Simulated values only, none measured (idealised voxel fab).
Process module in this document: voxel wiring stack
Pictured: cross-section cut, 165 nm wide, on a grid of 5 nm square cells.
Notation: cross-section as square-cell grid; stated in bands, top first, going down; one or more cell rows per band. Quick guide to a band line: top height, bottom height (nm) up front; then every material left to right with its width in nm. Only one material and it's marked "throughout"? Then it fills the band edge to edge. And "blank" just means empty space. Height datum 0, below which the as-received substrate wafer is one material. Lowest band open at the bottom, running downward: "0 -> down". Note: "30..40" means the width goes from the first number (top row of the band) to the second number (bottom row) in equal steps per row of cells. Step marked "nothing got changed"? Then no cell in the cross-section changed in it. Listed in "Sealed cavities": every empty space of 8 or more cells without an open way to the top. Form: width x height at distance, the distance being from the left edge, all in nm. The remark found on a step's line after its settings is issued by the simulator itself and pertains to that step. For masked steps, "overlay nm" on the step line gives how far right of plan the mask actually lay; a minus sign means it lay to the left. Note: before/after cross-section pairs follow, one process step per pair, after-side truncated at the lowest changed band, step and settings given beneath. Different runs of this module on the same starting wafer may supply the pairs; a pair continues the one above only where the "Geometry before processing" entry says so.

Geometry before processing:
	95 -> 90 = SiO2 throughout
	90 -> 65 = SiO2 (20); Ru (20); SiO2 (15); Ru (20); SiO2 (15); Ru (20); SiO2 (15); Ru (20); SiO2 (20)
	65 -> 60 = SiO2 (20); TiN (20); SiO2 (15); TiN (20); SiO2 (15); TiN (20); SiO2 (15); TiN (20); SiO2 (20)
	60 -> 55 = SiO2 (20); TiN (5); Cu (5); TiN (5); SiO2 (55); TiN (5); Cu (5); TiN (5); SiO2 (60)
	55 -> 50 = SiCN (20); TiN (15); SiCN (55); TiN (15); SiCN (60)
	50 -> 40 = SiCN throughout
	40 -> 15 = lowk (15); SiN (5); W (20); SiN (5); lowk (5); SiN (5); W (20); SiN (5); lowk (5); SiN (5); W (20); SiN (5); lowk (5); SiN (5); W (20); SiN (5); lowk (15)
	15 -> 10 = SiN (20); TiN (20); SiN (15); TiN (20); SiN (15); TiN (20); SiN (15); TiN (20); SiN (20)
	10 -> 0 = SiO2 throughout
	0 -> down = Si throughout
	Sealed cavities: none

Post-Process Section:
	90 -> 65 = SiO2 (20); Ru (20); SiO2 (15); Ru (20); SiO2 (15); Ru (20); SiO2 (15); Ru (20); SiO2 (20)
	Whatever lies below 65 is exactly as it was before.
	Sealed cavities: none
Process step separating the two views above: CMP | height nm 90

Geometry before processing: the cross-section after the pair above

Post-Process Section:
	95 -> 90 = SiN throughout
	Whatever lies below 90 is exactly as it was before.
	Sealed cavities: none
Process step separating the two views above: CONFORMAL_DEP | material SiN | thk nm 5

Geometry before processing:
	60 -> 45 = SiO2 throughout
	45 -> 40 = SiCN throughout
	40 -> 15 = lowk (15); SiN (5); W (20); SiN (5); lowk (5); SiN (5); W (20); SiN (5); lowk (5); SiN (5); W (20); SiN (5); lowk (5); SiN (5); W (20); SiN (5); lowk (15)
	15 -> 10 = SiN (20); TiN (20); SiN (15); TiN (20); SiN (15); TiN (20); SiN (15); TiN (20); SiN (20)
	10 -> 0 = SiO2 throughout
	0 -> down = Si throughout
	Sealed cavities: none

Post-Process Section:
	75 -> 60 = resist (20); blank (20); resist (50); blank (20); resist (55)
	Whatever lies below 60 is exactly as it was before.
	Sealed cavities: none
Process step separating the two views above: PATTERN | tone open | mask id PLUG_1 | material resist | width nm 20 | pitch nm 70 | thk nm 15 | overlay nm 0

Geometry before processing: the cross-section after the pair above

Post-Process Section:
	75 -> 60 = resist (20); blank (20); resist (50); blank (20); resist (55)
	60 -> 45 = SiO2 (20); blank (20); SiO2 (50); blank (20); SiO2 (55)
	Whatever lies below 45 is exactly as it was before.
	Sealed cavities: none
Process step separating the two views above: DIRECTIONAL_ETCH | etch materials SiO2 | depth nm 15

Geometry before processing: the cross-section after the pair above

Post-Process Section:
	75 -> 60 = resist (20); blank (20); resist (50); blank (20); resist (55)
	60 -> 45 = SiO2 (20); blank (20); SiO2 (50); blank (20); SiO2 (55)
	45 -> 40 = SiCN (20); blank (20); SiCN (50); blank (20); SiCN (55)
	Whatever lies below 40 is exactly as it was before.
	Sealed cavities: none
Process step separating the two views above: DIRECTIONAL_ETCH | etch materials SiCN | depth nm 5

Geometry before processing: the cross-section after the pair above

Post-Process Section:
	60 -> 45 = SiO2 (20); blank (20); SiO2 (50); blank (20); SiO2 (55)
	Whatever lies below 45 is exactly as it was before.
	Sealed cavities: none
Process step separating the two views above: STRIP | etch materials resist

Geometry before processing: the cross-section after the pair above

Post-Process Section:
	65 -> 60 = TiN (25); blank (10); TiN (60); blank (10); TiN (60)
	60 -> 45 = SiO2 (20); TiN (5); blank (10); TiN (5); SiO2 (50); TiN (5); blank (10); TiN (5); SiO2 (55)
	45 -> 40 = SiCN (20); TiN (20); SiCN (50); TiN (20); SiCN (55)
	Whatever lies below 40 is exactly as it was before.
	Sealed cavities: none
Process step separating the two views above: CONFORMAL_DEP | material TiN | thk nm 5

Geometry before processing: the cross-section after the pair above

Post-Process Section:
	70 -> 65 = Cu throughout
	65 -> 60 = TiN (25); Cu (10); TiN (60); Cu (10); TiN (60)
	60 -> 45 = SiO2 (20); TiN (5); Cu (10); TiN (5); SiO2 (50); TiN (5); Cu (10); TiN (5); SiO2 (55)
	Whatever lies below 45 is exactly as it was before.
	Sealed cavities: none
Process step separating the two views above: FILL_DEP | material Cu | thk nm 5

Geometry before processing: the cross-section after the pair above

Post-Process Section:
	60 -> 45 = SiO2 (20); TiN (5); Cu (10); TiN (5); SiO2 (50); TiN (5); Cu (10); TiN (5); SiO2 (55)
	Whatever lies below 45 is exactly as it was before.
	Sealed cavities: none
Process step separating the two views above: CMP | height nm 60

Geometry before processing: the cross-section after the pair above

Post-Process Section:
	65 -> 60 = TiN throughout
	Whatever lies below 60 is exactly as it was before.
	Sealed cavities: none
Process step separating the two views above: DIRECTIONAL_DEP | material TiN | thk nm 5

Geometry before processing: the cross-section after the pair above

Post-Process Section:
	90 -> 65 = Ru throughout
	Whatever lies below 65 is exactly as it was before.
	Sealed cavities: none
Process step separating the two views above: DIRECTIONAL_DEP | material Ru | thk nm 25

Geometry before processing: the cross-section after the pair above

Post-Process Section:
	110 -> 90 = blank (20); resist (20); blank (15); resist (20); blank (15); resist (20); blank (15); resist (20); blank (20)
	Whatever lies below 90 is exactly as it was before.
	Sealed cavities: none
Process step separating the two views above: PATTERN | tone cover | mask id METAL_2 | material resist | width nm 20 | pitch nm 35 | thk nm 20 | overlay nm 0

Geometry before processing: the cross-section after the pair above

Post-Process Section:
	110 -> 90 = blank (20); resist (20); blank (15); resist (20); blank (15); resist (20); blank (15); resist (20); blank (20)
	90 -> 65 = blank (20); Ru (20); blank (15); Ru (20); blank (15); Ru (20); blank (15); Ru (20); blank (20)
	Whatever lies below 65 is exactly as it was before.
	Sealed cavities: none
Process step separating the two views above: DIRECTIONAL_ETCH | etch materials Ru | depth nm 25

Geometry before processing: the cross-section after the pair above

Post-Process Section:
	110 -> 90 = blank (20); resist (20); blank (15); resist (20); blank (15); resist (20); blank (15); resist (20); blank (20)
	90 -> 65 = blank (20); Ru (20); blank (15); Ru (20); blank (15); Ru (20); blank (15); Ru (20); blank (20)
	65 -> 60 = blank (20); TiN (20); blank (15); TiN (20); blank (15); TiN (20); blank (15); TiN (20); blank (20)
	Whatever lies below 60 is exactly as it was before.
	Sealed cavities: none
Process step separating the two views above: DIRECTIONAL_ETCH | etch materials TiN | depth nm 5

Geometry before processing: the cross-section after the pair above

Post-Process Section:
	90 -> 65 = blank (20); Ru (20); blank (15); Ru (20); blank (15); Ru (20); blank (15); Ru (20); blank (20)
	Whatever lies below 65 is exactly as it was before.
	Sealed cavities: none
Process step separating the two views above: STRIP | etch materials resist

Geometry before processing: the cross-section after the pair above

Post-Process Section:
	95 -> 90 = SiO2 throughout
	90 -> 65 = SiO2 (20); Ru (20); SiO2 (15); Ru (20); SiO2 (15); Ru (20); SiO2 (15); Ru (20); SiO2 (20)
	65 -> 60 = SiO2 (20); TiN (20); SiO2 (15); TiN (20); SiO2 (15); TiN (20); SiO2 (15); TiN (20); SiO2 (20)
	Whatever lies below 60 is exactly as it was before.
	Sealed cavities: none
Process step separating the two views above: FILL_DEP | material SiO2 | thk nm 5

Geometry before processing: the cross-section after the pair above

Post-Process Section:
	90 -> 65 = SiO2 (20); Ru (20); SiO2 (15); Ru (20); SiO2 (15); Ru (20); SiO2 (15); Ru (20); SiO2 (20)
	Whatever lies below 65 is exactly as it was before.
	Sealed cavities: none
Process step separating the two views above: CMP | height nm 90

Geometry before processing: the cross-section after the pair above

Post-Process Section:
	95 -> 90 = SiN throughout
	Whatever lies below 90 is exactly as it was before.
	Sealed cavities: none
Process step separating the two views above: CONFORMAL_DEP | material SiN | thk nm 5

Geometry before processing:
	60 -> 45 = SiO2 throughout
	45 -> 40 = SiCN throughout
	40 -> 15 = lowk (15); SiN (5); W (20); SiN (5); lowk (5); SiN (5); W (20); SiN (5); lowk (5); SiN (5); W (20); SiN (5); lowk (5); SiN (5); W (20); SiN (5); lowk (15)
	15 -> 10 = SiN (20); TiN (20); SiN (15); TiN (20); SiN (15); TiN (20); SiN (15); TiN (20); SiN (20)
	10 -> 0 = SiO2 throughout
	0 -> down = Si throughout
	Sealed cavities: none

Post-Process Section:
	75 -> 60 = resist (30); blank (15); resist (55); blank (15); resist (50)
	Whatever lies below 60 is exactly as it was before.
	Sealed cavities: none
Process step separating the two views above: PATTERN | tone open | mask id PLUG_1 | material resist | width nm 15 | pitch nm 70 | thk nm 15 | overlay nm 10

Geometry before processing: the cross-section after the pair above

Post-Process Section:
	75 -> 60 = resist (30); blank (15); resist (55); blank (15); resist (50)
	60 -> 45 = SiO2 (30); blank (15); SiO2 (55); blank (15); SiO2 (50)
	Whatever lies below 45 is exactly as it was before.
	Sealed cavities: none
Process step separating the two views above: DIRECTIONAL_ETCH | etch materials SiO2 | depth nm 15

Geometry before processing: the cross-section after the pair above

Post-Process Section:
	75 -> 60 = resist (30); blank (15); resist (55); blank (15); resist (50)
	60 -> 45 = SiO2 (30); blank (15); SiO2 (55); blank (15); SiO2 (50)
	45 -> 40 = SiCN (30); blank (15); SiCN (55); blank (15); SiCN (50)
	Whatever lies below 40 is exactly as it was before.
	Sealed cavities: none
Process step separating the two views above: DIRECTIONAL_ETCH | etch materials SiCN | depth nm 5

Geometry before processing: the cross-section after the pair above

Post-Process Section:
	60 -> 45 = SiO2 (30); blank (15); SiO2 (55); blank (15); SiO2 (50)
	Whatever lies below 45 is exactly as it was before.
	Sealed cavities: none
Process step separating the two views above: STRIP | etch materials resist

Geometry before processing: the cross-section after the pair above

Post-Process Section:
	65 -> 60 = TiN (35); blank (5); TiN (65); blank (5); TiN (55)
	60 -> 45 = SiO2 (30); TiN (5); blank (5); TiN (5); SiO2 (55); TiN (5); blank (5); TiN (5); SiO2 (50)
	45 -> 40 = SiCN (30); TiN (15); SiCN (55); TiN (15); SiCN (50)
	Whatever lies below 40 is exactly as it was before.
	Sealed cavities: none
Process step separating the two views above: CONFORMAL_DEP | material TiN | thk nm 5

Geometry before processing: the cross-section after the pair above

Post-Process Section:
	70 -> 65 = Cu throughout
	65 -> 60 = TiN (35); Cu (5); TiN (65); Cu (5); TiN (55)
	60 -> 45 = SiO2 (30); TiN (5); Cu (5); TiN (5); SiO2 (55); TiN (5); Cu (5); TiN (5); SiO2 (50)
	Whatever lies below 45 is exactly as it was before.
	Sealed cavities: none
Process step separating the two views above: FILL_DEP | material Cu | thk nm 5

Geometry before processing: the cross-section after the pair above

Post-Process Section:
	60 -> 45 = SiO2 (30); TiN (5); Cu (5); TiN (5); SiO2 (55); TiN (5); Cu (5); TiN (5); SiO2 (50)
	Whatever lies below 45 is exactly as it was before.
	Sealed cavities: none
Process step separating the two views above: CMP | height nm 60

Geometry before processing: the cross-section after the pair above

Post-Process Section:
	65 -> 60 = TiN throughout
	Whatever lies below 60 is exactly as it was before.
	Sealed cavities: none
Process step separating the two views above: DIRECTIONAL_DEP | material TiN | thk nm 5

Geometry before processing: the cross-section after the pair above

Post-Process Section:
	90 -> 65 = Ru throughout
	Whatever lies below 65 is exactly as it was before.
	Sealed cavities: none
Process step separating the two views above: DIRECTIONAL_DEP | material Ru | thk nm 25

Geometry before processing: the cross-section after the pair above

Post-Process Section:
	110 -> 90 = blank (20); resist (20); blank (15); resist (20); blank (15); resist (20); blank (15); resist (20); blank (20)
	Whatever lies below 90 is exactly as it was before.
	Sealed cavities: none
Process step separating the two views above: PATTERN | tone cover | mask id METAL_2 | material resist | width nm 20 | pitch nm 35 | thk nm 20 | overlay nm 0

Geometry before processing: the cross-section after the pair above

Post-Process Section:
	110 -> 90 = blank (20); resist (20); blank (15); resist (20); blank (15); resist (20); blank (15); resist (20); blank (20)
	90 -> 65 = blank (20); Ru (20); blank (15); Ru (20); blank (15); Ru (20); blank (15); Ru (20); blank (20)
	Whatever lies below 65 is exactly as it was before.
	Sealed cavities: none
Process step separating the two views above: DIRECTIONAL_ETCH | etch materials Ru | depth nm 25

Geometry before processing: the cross-section after the pair above

Post-Process Section:
	110 -> 90 = blank (20); resist (20); blank (15); resist (20); blank (15); resist (20); blank (15); resist (20); blank (20)
	90 -> 65 = blank (20); Ru (20); blank (15); Ru (20); blank (15); Ru (20); blank (15); Ru (20); blank (20)
	65 -> 60 = blank (20); TiN (20); blank (15); TiN (20); blank (15); TiN (20); blank (15); TiN (20); blank (20)
	Whatever lies below 60 is exactly as it was before.
	Sealed cavities: none
Process step separating the two views above: DIRECTIONAL_ETCH | etch materials TiN | depth nm 5

Geometry before processing: the cross-section after the pair above

Post-Process Section:
	90 -> 65 = blank (20); Ru (20); blank (15); Ru (20); blank (15); Ru (20); blank (15); Ru (20); blank (20)
	Whatever lies below 65 is exactly as it was before.
	Sealed cavities: none
Process step separating the two views above: STRIP | etch materials resist

Geometry before processing: the cross-section after the pair above

Post-Process Section:
	95 -> 90 = SiO2 throughout
	90 -> 65 = SiO2 (20); Ru (20); SiO2 (15); Ru (20); SiO2 (15); Ru (20); SiO2 (15); Ru (20); SiO2 (20)
	65 -> 60 = SiO2 (20); TiN (20); SiO2 (15); TiN (20); SiO2 (15); TiN (20); SiO2 (15); TiN (20); SiO2 (20)
	Whatever lies below 60 is exactly as it was before.
	Sealed cavities: none
Process step separating the two views above: FILL_DEP | material SiO2 | thk nm 5

Geometry before processing: the cross-section after the pair above

Post-Process Section:
	90 -> 65 = SiO2 (20); Ru (20); SiO2 (15); Ru (20); SiO2 (15); Ru (20); SiO2 (15); Ru (20); SiO2 (20)
	Whatever lies below 65 is exactly as it was before.
	Sealed cavities: none
Process step separating the two views above: CMP | height nm 90

Geometry before processing: the cross-section after the pair above

Post-Process Section:
	95 -> 90 = SiN throughout
	Whatever lies below 90 is exactly as it was before.
	Sealed cavities: none
Process step separating the two views above: CONFORMAL_DEP | material SiN | thk nm 5

Geometry before processing:
	60 -> 45 = SiO2 (20); blank (15); SiO2 (55); blank (15); SiO2 (60)
	45 -> 40 = SiCN (20); blank (15); SiCN (55); blank (15); SiCN (60)
	40 -> 15 = lowk (15); SiN (5); W (20); SiN (5); lowk (5); SiN (5); W (20); SiN (5); lowk (5); SiN (5); W (20); SiN (5); lowk (5); SiN (5); W (20); SiN (5); lowk (15)
	15 -> 10 = SiN (20); TiN (20); SiN (15); TiN (20); SiN (15); TiN (20); SiN (15); TiN (20); SiN (20)
	10 -> 0 = SiO2 throughout
	0 -> down = Si throughout
	Sealed cavities: none

Post-Process Section:
	65 -> 60 = aC (25); blank (5); aC (65); blank (5); aC (65)
	60 -> 45 = SiO2 (20); aC (5); blank (5); aC (5); SiO2 (55); aC (5); blank (5); aC (5); SiO2 (60)
	45 -> 40 = SiCN (20); aC (15); SiCN (55); aC (15); SiCN (60)
	Whatever lies below 40 is exactly as it was before.
	Sealed cavities: none
Process step separating the two views above: CONFORMAL_DEP | material aC | thk nm 5

Geometry before processing: the cross-section after the pair above

Post-Process Section:
	70 -> 65 = Cu throughout
	65 -> 60 = aC (25); Cu (5); aC (65); Cu (5); aC (65)
	60 -> 45 = SiO2 (20); aC (5); Cu (5); aC (5); SiO2 (55); aC (5); Cu (5); aC (5); SiO2 (60)
	Whatever lies below 45 is exactly as it was before.
	Sealed cavities: none
Process step separating the two views above: FILL_DEP | material Cu | thk nm 5

Geometry before processing: the cross-section after the pair above

Post-Process Section:
	60 -> 45 = SiO2 (20); aC (5); Cu (5); aC (5); SiO2 (55); aC (5); Cu (5); aC (5); SiO2 (60)
	Whatever lies below 45 is exactly as it was before.
	Sealed cavities: none
Process step separating the two views above: CMP | height nm 60

Geometry before processing: the cross-section after the pair above

Post-Process Section:
	65 -> 60 = TiN throughout
	Whatever lies below 60 is exactly as it was before.
	Sealed cavities: none
Process step separating the two views above: DIRECTIONAL_DEP | material TiN | thk nm 5

Geometry before processing: the cross-section after the pair above

Post-Process Section:
	90 -> 65 = Ru throughout
	Whatever lies below 65 is exactly as it was before.
	Sealed cavities: none
Process step separating the two views above: DIRECTIONAL_DEP | material Ru | thk nm 25

Geometry before processing: the cross-section after the pair above

Post-Process Section:
	110 -> 90 = blank (20); resist (20); blank (15); resist (20); blank (15); resist (20); blank (15); resist (20); blank (20)
	Whatever lies below 90 is exactly as it was before.
	Sealed cavities: none
Process step separating the two views above: PATTERN | tone cover | mask id METAL_2 | material resist | width nm 20 | pitch nm 35 | thk nm 20 | overlay nm 0

Geometry before processing: the cross-section after the pair above

Post-Process Section:
	110 -> 90 = blank (20); resist (20); blank (15); resist (20); blank (15); resist (20); blank (15); resist (20); blank (20)
	90 -> 65 = blank (20); Ru (20); blank (15); Ru (20); blank (15); Ru (20); blank (15); Ru (20); blank (20)
	Whatever lies below 65 is exactly as it was before.
	Sealed cavities: none
Process step separating the two views above: DIRECTIONAL_ETCH | etch materials Ru | depth nm 25

Geometry before processing: the cross-section after the pair above

Post-Process Section:
	110 -> 90 = blank (20); resist (20); blank (15); resist (20); blank (15); resist (20); blank (15); resist (20); blank (20)
	90 -> 65 = blank (20); Ru (20); blank (15); Ru (20); blank (15); Ru (20); blank (15); Ru (20); blank (20)
	65 -> 60 = blank (20); TiN (20); blank (15); TiN (20); blank (15); TiN (20); blank (15); TiN (20); blank (20)
	Whatever lies below 60 is exactly as it was before.
	Sealed cavities: none
Process step separating the two views above: DIRECTIONAL_ETCH | etch materials TiN | depth nm 5

Geometry before processing: the cross-section after the pair above

Post-Process Section:
	90 -> 65 = blank (20); Ru (20); blank (15); Ru (20); blank (15); Ru (20); blank (15); Ru (20); blank (20)
	Whatever lies below 65 is exactly as it was before.
	Sealed cavities: none
Process step separating the two views above: STRIP | etch materials resist

Geometry before processing: the cross-section after the pair above

Post-Process Section:
	95 -> 90 = SiO2 throughout
	90 -> 65 = SiO2 (20); Ru (20); SiO2 (15); Ru (20); SiO2 (15); Ru (20); SiO2 (15); Ru (20); SiO2 (20)
	65 -> 60 = SiO2 (20); TiN (20); SiO2 (15); TiN (20); SiO2 (15); TiN (20); SiO2 (15); TiN (20); SiO2 (20)
	Whatever lies below 60 is exactly as it was before.
	Sealed cavities: none
Process step separating the two views above: FILL_DEP | material SiO2 | thk nm 5

Geometry before processing: the cross-section after the pair above

Post-Process Section:
	90 -> 65 = SiO2 (20); Ru (20); SiO2 (15); Ru (20); SiO2 (15); Ru (20); SiO2 (15); Ru (20); SiO2 (20)
	Whatever lies below 65 is exactly as it was before.
	Sealed cavities: none
Process step separating the two views above: CMP | height nm 90

Geometry before processing: the cross-section after the pair above

Post-Process Section:
	95 -> 90 = SiN throughout
	Whatever lies below 90 is exactly as it was before.
	Sealed cavities: none
Process step separating the two views above: CONFORMAL_DEP | material SiN | thk nm 5

Geometry before processing:
	60 -> 45 = SiO2 throughout
	45 -> 40 = SiCN throughout
	40 -> 15 = lowk (15); SiN (5); W (20); SiN (5); lowk (5); SiN (5); W (20); SiN (5); lowk (5); SiN (5); W (20); SiN (5); lowk (5); SiN (5); W (20); SiN (5); lowk (15)
	15 -> 10 = SiN (20); TiN (20); SiN (15); TiN (20); SiN (15); TiN (20); SiN (15); TiN (20); SiN (20)
	10 -> 0 = SiO2 throughout
	0 -> down = Si throughout
	Sealed cavities: none

Post-Process Section:
	75 -> 60 = blank (20); resist (15); blank (55); resist (15); blank (60)
	Whatever lies below 60 is exactly as it was before.
	Sealed cavities: none
Process step separating the two views above: PATTERN | tone cover | mask id PLUG_1 | material resist | width nm 15 | pitch nm 70 | thk nm 15 | overlay nm 0

Geometry before processing: the cross-section after the pair above

Post-Process Section:
	75 -> 60 = blank (20); resist (15); blank (55); resist (15); blank (60)
	60 -> 45 = blank (20); SiO2 (15); blank (55); SiO2 (15); blank (60)
	Whatever lies below 45 is exactly as it was before.
	Sealed cavities: none
Process step separating the two views above: DIRECTIONAL_ETCH | etch materials SiO2 | depth nm 15

Geometry before processing: the cross-section after the pair above

Post-Process Section:
	75 -> 60 = blank (20); resist (15); blank (55); resist (15); blank (60)
	60 -> 45 = blank (20); SiO2 (15); blank (55); SiO2 (15); blank (60)
	45 -> 40 = blank (20); SiCN (15); blank (55); SiCN (15); blank (60)
	Whatever lies below 40 is exactly as it was before.
	Sealed cavities: none
Process step separating the two views above: DIRECTIONAL_ETCH | etch materials SiCN | depth nm 5

Geometry before processing: the cross-section after the pair above

Post-Process Section:
	60 -> 45 = blank (20); SiO2 (15); blank (55); SiO2 (15); blank (60)
	Whatever lies below 45 is exactly as it was before.
	Sealed cavities: none
Process step separating the two views above: STRIP | etch materials resist

Geometry before processing: the cross-section after the pair above

Post-Process Section:
	65 -> 60 = blank (15); TiN (25); blank (45); TiN (25); blank (55)
	60 -> 45 = blank (15); TiN (5); SiO2 (15); TiN (5); blank (45); TiN (5); SiO2 (15); TiN (5); blank (55)
	45 -> 40 = TiN (20); SiCN (15); TiN (55); SiCN (15); TiN (60)
	Whatever lies below 40 is exactly as it was before.
	Sealed cavities: none
Process step separating the two views above: CONFORMAL_DEP | material TiN | thk nm 5

Geometry before processing: the cross-section after the pair above

Post-Process Section:
	70 -> 65 = Cu throughout
	65 -> 60 = Cu (15); TiN (25); Cu (45); TiN (25); Cu (55)
	60 -> 45 = Cu (15); TiN (5); SiO2 (15); TiN (5); Cu (45); TiN (5); SiO2 (15); TiN (5); Cu (55)
	Whatever lies below 45 is exactly as it was before.
	Sealed cavities: none
Process step separating the two views above: FILL_DEP | material Cu | thk nm 5

Geometry before processing: the cross-section after the pair above

Post-Process Section:
	60 -> 45 = Cu (15); TiN (5); SiO2 (15); TiN (5); Cu (45); TiN (5); SiO2 (15); TiN (5); Cu (55)
	Whatever lies below 45 is exactly as it was before.
	Sealed cavities: none
Process step separating the two views above: CMP | height nm 60

Geometry before processing: the cross-section after the pair above

Post-Process Section:
	65 -> 60 = TiN throughout
	Whatever lies below 60 is exactly as it was before.
	Sealed cavities: none
Process step separating the two views above: DIRECTIONAL_DEP | material TiN | thk nm 5

Geometry before processing: the cross-section after the pair above

Post-Process Section:
	90 -> 65 = Ru throughout
	Whatever lies below 65 is exactly as it was before.
	Sealed cavities: none
Process step separating the two views above: DIRECTIONAL_DEP | material Ru | thk nm 25

Geometry before processing: the cross-section after the pair above

Post-Process Section:
	110 -> 90 = blank (20); resist (20); blank (15); resist (20); blank (15); resist (20); blank (15); resist (20); blank (20)
	Whatever lies below 90 is exactly as it was before.
	Sealed cavities: none
Process step separating the two views above: PATTERN | tone cover | mask id METAL_2 | material resist | width nm 20 | pitch nm 35 | thk nm 20 | overlay nm 0

Geometry before processing: the cross-section after the pair above

Post-Process Section:
	110 -> 90 = blank (20); resist (20); blank (15); resist (20); blank (15); resist (20); blank (15); resist (20); blank (20)
	90 -> 65 = blank (20); Ru (20); blank (15); Ru (20); blank (15); Ru (20); blank (15); Ru (20); blank (20)
	Whatever lies below 65 is exactly as it was before.
	Sealed cavities: none
Process step separating the two views above: DIRECTIONAL_ETCH | etch materials Ru | depth nm 25

Geometry before processing: the cross-section after the pair above

Post-Process Section:
	110 -> 90 = blank (20); resist (20); blank (15); resist (20); blank (15); resist (20); blank (15); resist (20); blank (20)
	90 -> 65 = blank (20); Ru (20); blank (15); Ru (20); blank (15); Ru (20); blank (15); Ru (20); blank (20)
	65 -> 60 = blank (20); TiN (20); blank (15); TiN (20); blank (15); TiN (20); blank (15); TiN (20); blank (20)
	Whatever lies below 60 is exactly as it was before.
	Sealed cavities: none
Process step separating the two views above: DIRECTIONAL_ETCH | etch materials TiN | depth nm 5

Geometry before processing: the cross-section after the pair above

Post-Process Section:
	90 -> 65 = blank (20); Ru (20); blank (15); Ru (20); blank (15); Ru (20); blank (15); Ru (20); blank (20)
	Whatever lies below 65 is exactly as it was before.
	Sealed cavities: none
Process step separating the two views above: STRIP | etch materials resist

Geometry before processing: the cross-section after the pair above

Post-Process Section:
	95 -> 90 = SiO2 throughout
	90 -> 65 = SiO2 (20); Ru (20); SiO2 (15); Ru (20); SiO2 (15); Ru (20); SiO2 (15); Ru (20); SiO2 (20)
	65 -> 60 = SiO2 (20); TiN (20); SiO2 (15); TiN (20); SiO2 (15); TiN (20); SiO2 (15); TiN (20); SiO2 (20)
	Whatever lies below 60 is exactly as it was before.
	Sealed cavities: none
Process step separating the two views above: FILL_DEP | material SiO2 | thk nm 5

Geometry before processing: the cross-section after the pair above

Post-Process Section:
	90 -> 65 = SiO2 (20); Ru (20); SiO2 (15); Ru (20); SiO2 (15); Ru (20); SiO2 (15); Ru (20); SiO2 (20)
	Whatever lies below 65 is exactly as it was before.
	Sealed cavities: none
Process step separating the two views above: CMP | height nm 90

Geometry before processing: the cross-section after the pair above

Post-Process Section:
	95 -> 90 = SiN throughout
	Whatever lies below 90 is exactly as it was before.
	Sealed cavities: none
Process step separating the two views above: CONFORMAL_DEP | material SiN | thk nm 5
